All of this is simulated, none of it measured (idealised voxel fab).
process module | voxel self aligned contacts
cross-section cut | 270 nm wide | cells 5 nm
A cross-section is a grid of square cells, given in bands from the top down. A band is one or more rows of cells.
Each band's line starts with the height of the band's top and of its bottom, in nm. Then come its materials from left to right, each with its width in nm. One material with "throughout" fills the band from edge to edge. "air" is empty space.
Height 0 is the level under which the wafer as received is all one material. The lowest band goes on downwards, as in "0 down".
A width such as "30 to 40" changes by the same amount from each row of cells to the next, from the band's top row to its bottom row.
"no change" after a step means that no cell of the cross-section changed.
closed voids: empty space of 8 cells or more with no open way to the top, each as width x height at its distance from the left edge, in nm
after a step's settings: what the simulator itself notes on the step
overlay nm, on a step with a mask: how far to the right of its planned place the mask lay; to the left if negative
plan
1 op RECEIVE | material Si
2 op OXIDIZE | depth nm 5
3 op DIRECTIONAL_DEP | material polySi | thk nm 25
4 op DIRECTIONAL_DEP | material SiN | thk nm 25
5 op DIRECTIONAL_DEP | material aC | thk nm 15
6 op PATTERN | tone cover | mask id GATE | material resist | width nm 35 | pitch nm 80 | thk nm 30 | overlay nm 0
7 op DIRECTIONAL_ETCH | etch materials aC | depth nm 15
8 op STRIP | etch materials resist
9 op DIRECTIONAL_ETCH | etch materials SiN | depth nm 25
10 op DIRECTIONAL_ETCH | etch materials polySi | depth nm 25
11 op STRIP | etch materials aC
12 op CONFORMAL_DEP | material SiN | thk nm 10
13 op DIRECTIONAL_ETCH | etch materials SiN | depth nm 10
14 op FILL_DEP | material SiO2 | thk nm 15
15 op CMP | height nm 60
16 op DIRECTIONAL_DEP | material aC | thk nm 10
17 op PATTERN | tone open | mask id CONTACT | material resist | width nm 55 | thk nm 25 | overlay nm 0
18 op DIRECTIONAL_ETCH | etch materials aC | depth nm 10
19 op STRIP | etch materials resist
20 op DIRECTIONAL_ETCH | etch materials SiO2 | depth nm 65
21 op STRIP | etch materials aC
22 op CONFORMAL_DEP | material TiN | thk nm 5
23 op FILL_DEP | material Ru | thk nm 10
24 op CMP | height nm 60
25 op CONFORMAL_DEP | material SiN | thk nm 5
varied across the wafers: width nm of step 17. The plan shows the first wafer's value. All wafers start alike
first wafer as received, after step 1
  0 down: Si throughout
  closed voids: none
first wafer at the end, after step 25
  65 to 60: SiN throughout
  60 to 50: SiO2 105 | TiN 5 to 20 | Ru 45 to 15 | TiN 5 to 20 | SiO2 110
  50 to 25: SiO2 65 | SiN 55 | TiN 5 | Ru 15 | TiN 5 | SiN 55 | SiO2 70
  25 to 0: SiO2 65 | SiN 10 | polySi 35 | SiN 10 | TiN 5 | Ru 15 | TiN 5 | SiN 10 | polySi 35 | SiN 10 | SiO2 70
  0 to -5: SiO2 120 | TiN 25 | SiO2 125
  -5 down: Si throughout
  closed voids: none
last wafer at the end
  65 to 60: SiN throughout
  60 to 50: SiO2 95 | TiN 5 to 30 | Ru 70 to 15 | TiN 5 to 35 | SiO2 95
  50 to 25: SiO2 65 | SiN 55 | TiN 5 | Ru 15 | TiN 5 | SiN 55 | SiO2 70
  25 to 0: SiO2 65 | SiN 10 | polySi 35 | SiN 10 | TiN 5 | Ru 15 | TiN 5 | SiN 10 | polySi 35 | SiN 10 | SiO2 70
  0 to -5: SiO2 120 | TiN 25 | SiO2 125
  -5 down: Si throughout
  closed voids: none
each wafer at the end: cells of each material gained (+) or lost (-) since it was received, then its closed voids
width nm 55 | +42 Ru | -54 Si | +204 SiN | +405 SiO2 | +35 TiN | +70 polySi | closed voids: none
width nm 60 | +43 Ru | -54 Si | +204 SiN | +403 SiO2 | +36 TiN | +70 polySi | closed voids: none
width nm 65 | +44 Ru | -54 Si | +204 SiN | +401 SiO2 | +37 TiN | +70 polySi | closed voids: none
width nm 70 | +45 Ru | -54 Si | +204 SiN | +399 SiO2 | +38 TiN | +70 polySi | closed voids: none
width nm 75 | +46 Ru | -54 Si | +204 SiN | +397 SiO2 | +39 TiN | +70 polySi | closed voids: none
width nm 80 | +47 Ru | -54 Si | +204 SiN | +395 SiO2 | +40 TiN | +70 polySi | closed voids: none
